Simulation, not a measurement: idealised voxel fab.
Title: Process Module voxel trench capacitor
The cross-section shown here is cut; it is 245 nm wide and divided into square cells measuring 5 nm on a side.
Reading order for cross-sections: top band down to bottom band. Underlying form: a grid of square cells. Band size: one or more rows of cells.
Band entry format. Leading values: height of top, height of bottom, nm. Remainder: materials in left-to-right order, each with its width in nm. Special words: "throughout" on a single material, which then fills the band edge to edge; "air", empty space.
A quick word on heights: they are counted from 0, and under that level the wafer as it came to us is one material throughout. The lowest band is different from the rest in having no bottom; it simply continues downward, written as in "0 nm and below".
Width: "30->40" (first number = top row, second number = bottom row, same change from row to row of cells).
Reading "nothing was modified" for a step: not a cell of the cross-section changed in it.
Listed in "Closed cavity list": every empty space of 8 or more cells without an open way to the top. Form: width x height at distance, the distance being from the left edge, all in nm.
Past the settings on a step's line: simulator remark, on that step.
A step line may carry the setting "overlay nm", which, for steps involving a mask, states the distance by which the mask lay to the right of its intended position; negative values denote displacement to the left.
Note: before/after cross-section pairs follow, one process step per pair, after-side truncated at the lowest changed band, step and settings given beneath. Different runs of this module on the same starting wafer may supply the pairs; a pair continues the one above only where the "Pre-step geometry" entry says so.

Pre-step geometry
	10 nm to 5 nm | HfO2 35 nm | air 20 nm | HfO2 25 nm | air 20 nm | HfO2 25 nm | air 20 nm | HfO2 25 nm | air 20 nm | HfO2 55 nm
	5 nm to 0 nm | SiN 30 nm | HfO2 5 nm | air 20 nm | HfO2 5 nm | SiN 15 nm | HfO2 5 nm | air 20 nm | HfO2 5 nm | SiN 15 nm | HfO2 5 nm | air 20 nm | HfO2 5 nm | SiN 15 nm | HfO2 5 nm | air 20 nm | HfO2 5 nm | SiN 50 nm
	0 nm to -35 nm | Si 30 nm | HfO2 5 nm | air 20 nm | HfO2 5 nm | Si 15 nm | HfO2 5 nm | air 20 nm | HfO2 5 nm | Si 15 nm | HfO2 5 nm | air 20 nm | HfO2 5 nm | Si 15 nm | HfO2 5 nm | air 20 nm | HfO2 5 nm | Si 50 nm
	-35 nm to -40 nm | Si 30 nm | HfO2 30 nm | Si 15 nm | HfO2 30 nm | Si 15 nm | HfO2 30 nm | Si 15 nm | HfO2 30 nm | Si 50 nm
	-40 nm and below | Si throughout
	Closed cavity list: none

Cross-Section After Step
	15 nm to 10 nm | TiN 40 nm | air 10 nm | TiN 35 nm | air 10 nm | TiN 35 nm | air 10 nm | TiN 35 nm | air 10 nm | TiN 60 nm
	10 nm to 5 nm | HfO2 35 nm | TiN 5 nm | air 10 nm | TiN 5 nm | HfO2 25 nm | TiN 5 nm | air 10 nm | TiN 5 nm | HfO2 25 nm | TiN 5 nm | air 10 nm | TiN 5 nm | HfO2 25 nm | TiN 5 nm | air 10 nm | TiN 5 nm | HfO2 55 nm
	5 nm to 0 nm | SiN 30 nm | HfO2 5 nm | TiN 5 nm | air 10 nm | TiN 5 nm | HfO2 5 nm | SiN 15 nm | HfO2 5 nm | TiN 5 nm | air 10 nm | TiN 5 nm | HfO2 5 nm | SiN 15 nm | HfO2 5 nm | TiN 5 nm | air 10 nm | TiN 5 nm | HfO2 5 nm | SiN 15 nm | HfO2 5 nm | TiN 5 nm | air 10 nm | TiN 5 nm | HfO2 5 nm | SiN 50 nm
	0 nm to -30 nm | Si 30 nm | HfO2 5 nm | TiN 5 nm | air 10 nm | TiN 5 nm | HfO2 5 nm | Si 15 nm | HfO2 5 nm | TiN 5 nm | air 10 nm | TiN 5 nm | HfO2 5 nm | Si 15 nm | HfO2 5 nm | TiN 5 nm | air 10 nm | TiN 5 nm | HfO2 5 nm | Si 15 nm | HfO2 5 nm | TiN 5 nm | air 10 nm | TiN 5 nm | HfO2 5 nm | Si 50 nm
	-30 nm to -35 nm | Si 30 nm | HfO2 5 nm | TiN 20 nm | HfO2 5 nm | Si 15 nm | HfO2 5 nm | TiN 20 nm | HfO2 5 nm | Si 15 nm | HfO2 5 nm | TiN 20 nm | HfO2 5 nm | Si 15 nm | HfO2 5 nm | TiN 20 nm | HfO2 5 nm | Si 50 nm
	Below -35, no change.
	Closed cavity list: none
Step lying between the two cross-sections just above: CONFORMAL_DEP with material TiN, thk nm 5

Pre-step geometry: For the state before this step, see the after cross-section of the pair located directly above.

Cross-Section After Step
	20 nm to 15 nm | W throughout
	15 nm to 10 nm | TiN 40 nm | W 10 nm | TiN 35 nm | W 10 nm | TiN 35 nm | W 10 nm | TiN 35 nm | W 10 nm | TiN 60 nm
	10 nm to 5 nm | HfO2 35 nm | TiN 5 nm | W 10 nm | TiN 5 nm | HfO2 25 nm | TiN 5 nm | W 10 nm | TiN 5 nm | HfO2 25 nm | TiN 5 nm | W 10 nm | TiN 5 nm | HfO2 25 nm | TiN 5 nm | W 10 nm | TiN 5 nm | HfO2 55 nm
	5 nm to 0 nm | SiN 30 nm | HfO2 5 nm | TiN 5 nm | W 10 nm | TiN 5 nm | HfO2 5 nm | SiN 15 nm | HfO2 5 nm | TiN 5 nm | W 10 nm | TiN 5 nm | HfO2 5 nm | SiN 15 nm | HfO2 5 nm | TiN 5 nm | W 10 nm | TiN 5 nm | HfO2 5 nm | SiN 15 nm | HfO2 5 nm | TiN 5 nm | W 10 nm | TiN 5 nm | HfO2 5 nm | SiN 50 nm
	0 nm to -30 nm | Si 30 nm | HfO2 5 nm | TiN 5 nm | W 10 nm | TiN 5 nm | HfO2 5 nm | Si 15 nm | HfO2 5 nm | TiN 5 nm | W 10 nm | TiN 5 nm | HfO2 5 nm | Si 15 nm | HfO2 5 nm | TiN 5 nm | W 10 nm | TiN 5 nm | HfO2 5 nm | Si 15 nm | HfO2 5 nm | TiN 5 nm | W 10 nm | TiN 5 nm | HfO2 5 nm | Si 50 nm
	Below -30, no change.
	Closed cavity list: none
Step lying between the two cross-sections just above: FILL_DEP with material W, thk nm 5

Pre-step geometry: For the state before this step, see the after cross-section of the pair located directly above.

Cross-Section After Step
	5 nm to 0 nm | SiN 30 nm | HfO2 5 nm | TiN 5 nm | W 10 nm | TiN 5 nm | HfO2 5 nm | SiN 15 nm | HfO2 5 nm | TiN 5 nm | W 10 nm | TiN 5 nm | HfO2 5 nm | SiN 15 nm | HfO2 5 nm | TiN 5 nm | W 10 nm | TiN 5 nm | HfO2 5 nm | SiN 15 nm | HfO2 5 nm | TiN 5 nm | W 10 nm | TiN 5 nm | HfO2 5 nm | SiN 50 nm
	Below 0, no change.
	Closed cavity list: none
Step lying between the two cross-sections just above: CMP with height nm 5

Pre-step geometry
	15 nm to 10 nm | TiN 50 nm | air 10 nm | TiN 35 nm | air 10 nm | TiN 35 nm | air 10 nm | TiN 35 nm | air 10 nm | TiN 50 nm
	10 nm to 5 nm | HfO2 45 nm | TiN 5 nm | air 10 nm | TiN 5 nm | HfO2 25 nm | TiN 5 nm | air 10 nm | TiN 5 nm | HfO2 25 nm | TiN 5 nm | air 10 nm | TiN 5 nm | HfO2 25 nm | TiN 5 nm | air 10 nm | TiN 5 nm | HfO2 45 nm
	5 nm to 0 nm | SiN 40 nm | HfO2 5 nm | TiN 5 nm | air 10 nm | TiN 5 nm | HfO2 5 nm | SiN 15 nm | HfO2 5 nm | TiN 5 nm | air 10 nm | TiN 5 nm | HfO2 5 nm | SiN 15 nm | HfO2 5 nm | TiN 5 nm | air 10 nm | TiN 5 nm | HfO2 5 nm | SiN 15 nm | HfO2 5 nm | TiN 5 nm | air 10 nm | TiN 5 nm | HfO2 5 nm | SiN 40 nm
	0 nm to -30 nm | Si 40 nm | HfO2 5 nm | TiN 5 nm | air 10 nm | TiN 5 nm | HfO2 5 nm | Si 15 nm | HfO2 5 nm | TiN 5 nm | air 10 nm | TiN 5 nm | HfO2 5 nm | Si 15 nm | HfO2 5 nm | TiN 5 nm | air 10 nm | TiN 5 nm | HfO2 5 nm | Si 15 nm | HfO2 5 nm | TiN 5 nm | air 10 nm | TiN 5 nm | HfO2 5 nm | Si 40 nm
	-30 nm to -35 nm | Si 40 nm | HfO2 5 nm | TiN 20 nm | HfO2 5 nm | Si 15 nm | HfO2 5 nm | TiN 20 nm | HfO2 5 nm | Si 15 nm | HfO2 5 nm | TiN 20 nm | HfO2 5 nm | Si 15 nm | HfO2 5 nm | TiN 20 nm | HfO2 5 nm | Si 40 nm
	-35 nm to -40 nm | Si 40 nm | HfO2 30 nm | Si 15 nm | HfO2 30 nm | Si 15 nm | HfO2 30 nm | Si 15 nm | HfO2 30 nm | Si 40 nm
	-40 nm and below | Si throughout
	Closed cavity list: none

Cross-Section After Step
	20 nm to 15 nm | SiN throughout
	15 nm to 10 nm | TiN 50 nm | SiN 10 nm | TiN 35 nm | SiN 10 nm | TiN 35 nm | SiN 10 nm | TiN 35 nm | SiN 10 nm | TiN 50 nm
	10 nm to 5 nm | HfO2 45 nm | TiN 5 nm | SiN 10 nm | TiN 5 nm | HfO2 25 nm | TiN 5 nm | SiN 10 nm | TiN 5 nm | HfO2 25 nm | TiN 5 nm | SiN 10 nm | TiN 5 nm | HfO2 25 nm | TiN 5 nm | SiN 10 nm | TiN 5 nm | HfO2 45 nm
	5 nm to 0 nm | SiN 40 nm | HfO2 5 nm | TiN 5 nm | SiN 10 nm | TiN 5 nm | HfO2 5 nm | SiN 15 nm | HfO2 5 nm | TiN 5 nm | SiN 10 nm | TiN 5 nm | HfO2 5 nm | SiN 15 nm | HfO2 5 nm | TiN 5 nm | SiN 10 nm | TiN 5 nm | HfO2 5 nm | SiN 15 nm | HfO2 5 nm | TiN 5 nm | SiN 10 nm | TiN 5 nm | HfO2 5 nm | SiN 40 nm
	0 nm to -30 nm | Si 40 nm | HfO2 5 nm | TiN 5 nm | SiN 10 nm | TiN 5 nm | HfO2 5 nm | Si 15 nm | HfO2 5 nm | TiN 5 nm | SiN 10 nm | TiN 5 nm | HfO2 5 nm | Si 15 nm | HfO2 5 nm | TiN 5 nm | SiN 10 nm | TiN 5 nm | HfO2 5 nm | Si 15 nm | HfO2 5 nm | TiN 5 nm | SiN 10 nm | TiN 5 nm | HfO2 5 nm | Si 40 nm
	Below -30, no change.
	Closed cavity list: none
Step lying between the two cross-sections just above: FILL_DEP with material SiN, thk nm 5

Pre-step geometry: For the state before this step, see the after cross-section of the pair located directly above.

Cross-Section After Step
	5 nm to 0 nm | SiN 40 nm | HfO2 5 nm | TiN 5 nm | SiN 10 nm | TiN 5 nm | HfO2 5 nm | SiN 15 nm | HfO2 5 nm | TiN 5 nm | SiN 10 nm | TiN 5 nm | HfO2 5 nm | SiN 15 nm | HfO2 5 nm | TiN 5 nm | SiN 10 nm | TiN 5 nm | HfO2 5 nm | SiN 15 nm | HfO2 5 nm | TiN 5 nm | SiN 10 nm | TiN 5 nm | HfO2 5 nm | SiN 40 nm
	Below 0, no change.
	Closed cavity list: none
Step lying between the two cross-sections just above: CMP with height nm 5

Pre-step geometry
	5 nm to 0 nm | SiN throughout
	0 nm and below | Si throughout
	Closed cavity list: none

Cross-Section After Step
	20 nm to 5 nm | air 40 nm | resist 30 nm | air 15 nm | resist 30 nm | air 15 nm | resist 30 nm | air 15 nm | resist 30 nm | air 40 nm
	Below 5, no change.
	Closed cavity list: none
Step lying between the two cross-sections just above: PATTERN with tone cover, mask id TRENCH, material resist, width nm 30, pitch nm 45, thk nm 15, overlay nm 0

Pre-step geometry: For the state before this step, see the after cross-section of the pair located directly above.

Cross-Section After Step
	20 nm to 5 nm | air 40 nm | resist 30 nm | air 15 nm | resist 30 nm | air 15 nm | resist 30 nm | air 15 nm | resist 30 nm | air 40 nm
	5 nm to 0 nm | air 40 nm | SiN 30 nm | air 15 nm | SiN 30 nm | air 15 nm | SiN 30 nm | air 15 nm | SiN 30 nm | air 40 nm
	Below 0, no change.
	Closed cavity list: none
Step lying between the two cross-sections just above: DIRECTIONAL_ETCH with etch materials SiN, depth nm 5

Pre-step geometry: For the state before this step, see the after cross-section of the pair located directly above.

Cross-Section After Step
	20 nm to 5 nm | air 40 nm | resist 30 nm | air 15 nm | resist 30 nm | air 15 nm | resist 30 nm | air 15 nm | resist 30 nm | air 40 nm
	5 nm to 0 nm | air 40 nm | SiN 30 nm | air 15 nm | SiN 30 nm | air 15 nm | SiN 30 nm | air 15 nm | SiN 30 nm | air 40 nm
	0 nm to -40 nm | air 40 nm | Si 30 nm | air 15 nm | Si 30 nm | air 15 nm | Si 30 nm | air 15 nm | Si 30 nm | air 40 nm
	Below -40, no change.
	Closed cavity list: none
Step lying between the two cross-sections just above: DIRECTIONAL_ETCH with etch materials Si, depth nm 40

Pre-step geometry: For the state before this step, see the after cross-section of the pair located directly above.

Cross-Section After Step
	5 nm to 0 nm | air 40 nm | SiN 30 nm | air 15 nm | SiN 30 nm | air 15 nm | SiN 30 nm | air 15 nm | SiN 30 nm | air 40 nm
	Below 0, no change.
	Closed cavity list: none
Step lying between the two cross-sections just above: STRIP with etch materials resist

Pre-step geometry: For the state before this step, see the after cross-section of the pair located directly above.

Cross-Section After Step
	10 nm to 5 nm | air 35 nm | HfO2 40 nm | air 5 nm | HfO2 40 nm | air 5 nm | HfO2 40 nm | air 5 nm | HfO2 40 nm | air 35 nm
	5 nm to 0 nm | air 35 nm | HfO2 5 nm | SiN 30 nm | HfO2 5 nm | air 5 nm | HfO2 5 nm | SiN 30 nm | HfO2 5 nm | air 5 nm | HfO2 5 nm | SiN 30 nm | HfO2 5 nm | air 5 nm | HfO2 5 nm | SiN 30 nm | HfO2 5 nm | air 35 nm
	0 nm to -35 nm | air 35 nm | HfO2 5 nm | Si 30 nm | HfO2 5 nm | air 5 nm | HfO2 5 nm | Si 30 nm | HfO2 5 nm | air 5 nm | HfO2 5 nm | Si 30 nm | HfO2 5 nm | air 5 nm | HfO2 5 nm | Si 30 nm | HfO2 5 nm | air 35 nm
	-35 nm to -40 nm | HfO2 40 nm | Si 30 nm | HfO2 15 nm | Si 30 nm | HfO2 15 nm | Si 30 nm | HfO2 15 nm | Si 30 nm | HfO2 40 nm
	Below -40, no change.
	Closed cavity list: none
Step lying between the two cross-sections just above: CONFORMAL_DEP with material HfO2, thk nm 5

Pre-step geometry: For the state before this step, see the after cross-section of the pair located directly above.

Cross-Section After Step
	15 nm to 10 nm | air 30 nm | TiN 185 nm | air 30 nm
	10 nm to 5 nm | air 30 nm | TiN 5 nm | HfO2 40 nm | TiN 5 nm | HfO2 40 nm | TiN 5 nm | HfO2 40 nm | TiN 5 nm | HfO2 40 nm | TiN 5 nm | air 30 nm
	5 nm to 0 nm | air 30 nm | TiN 5 nm | HfO2 5 nm | SiN 30 nm | HfO2 5 nm | TiN 5 nm | HfO2 5 nm | SiN 30 nm | HfO2 5 nm | TiN 5 nm | HfO2 5 nm | SiN 30 nm | HfO2 5 nm | TiN 5 nm | HfO2 5 nm | SiN 30 nm | HfO2 5 nm | TiN 5 nm | air 30 nm
	0 nm to -30 nm | air 30 nm | TiN 5 nm | HfO2 5 nm | Si 30 nm | HfO2 5 nm | TiN 5 nm | HfO2 5 nm | Si 30 nm | HfO2 5 nm | TiN 5 nm | HfO2 5 nm | Si 30 nm | HfO2 5 nm | TiN 5 nm | HfO2 5 nm | Si 30 nm | HfO2 5 nm | TiN 5 nm | air 30 nm
	-30 nm to -35 nm | TiN 35 nm | HfO2 5 nm | Si 30 nm | HfO2 5 nm | TiN 5 nm | HfO2 5 nm | Si 30 nm | HfO2 5 nm | TiN 5 nm | HfO2 5 nm | Si 30 nm | HfO2 5 nm | TiN 5 nm | HfO2 5 nm | Si 30 nm | HfO2 5 nm | TiN 35 nm
	Below -35, no change.
	Closed cavity list: none
Step lying between the two cross-sections just above: CONFORMAL_DEP with material TiN, thk nm 5

Pre-step geometry: For the state before this step, see the after cross-section of the pair located directly above.

Cross-Section After Step
	20 nm to 15 nm | W throughout
	15 nm to 10 nm | W 30 nm | TiN 185 nm | W 30 nm
	10 nm to 5 nm | W 30 nm | TiN 5 nm | HfO2 40 nm | TiN 5 nm | HfO2 40 nm | TiN 5 nm | HfO2 40 nm | TiN 5 nm | HfO2 40 nm | TiN 5 nm | W 30 nm
	5 nm to 0 nm | W 30 nm | TiN 5 nm | HfO2 5 nm | SiN 30 nm | HfO2 5 nm | TiN 5 nm | HfO2 5 nm | SiN 30 nm | HfO2 5 nm | TiN 5 nm | HfO2 5 nm | SiN 30 nm | HfO2 5 nm | TiN 5 nm | HfO2 5 nm | SiN 30 nm | HfO2 5 nm | TiN 5 nm | W 30 nm
	0 nm to -30 nm | W 30 nm | TiN 5 nm | HfO2 5 nm | Si 30 nm | HfO2 5 nm | TiN 5 nm | HfO2 5 nm | Si 30 nm | HfO2 5 nm | TiN 5 nm | HfO2 5 nm | Si 30 nm | HfO2 5 nm | TiN 5 nm | HfO2 5 nm | Si 30 nm | HfO2 5 nm | TiN 5 nm | W 30 nm
	Below -30, no change.
	Closed cavity list: none
Step lying between the two cross-sections just above: FILL_DEP with material W, thk nm 5

Pre-step geometry: For the state before this step, see the after cross-section of the pair located directly above.

Cross-Section After Step
	5 nm to 0 nm | W 30 nm | TiN 5 nm | HfO2 5 nm | SiN 30 nm | HfO2 5 nm | TiN 5 nm | HfO2 5 nm | SiN 30 nm | HfO2 5 nm | TiN 5 nm | HfO2 5 nm | SiN 30 nm | HfO2 5 nm | TiN 5 nm | HfO2 5 nm | SiN 30 nm | HfO2 5 nm | TiN 5 nm | W 30 nm
	Below 0, no change.
	Closed cavity list: none
Step lying between the two cross-sections just above: CMP with height nm 5
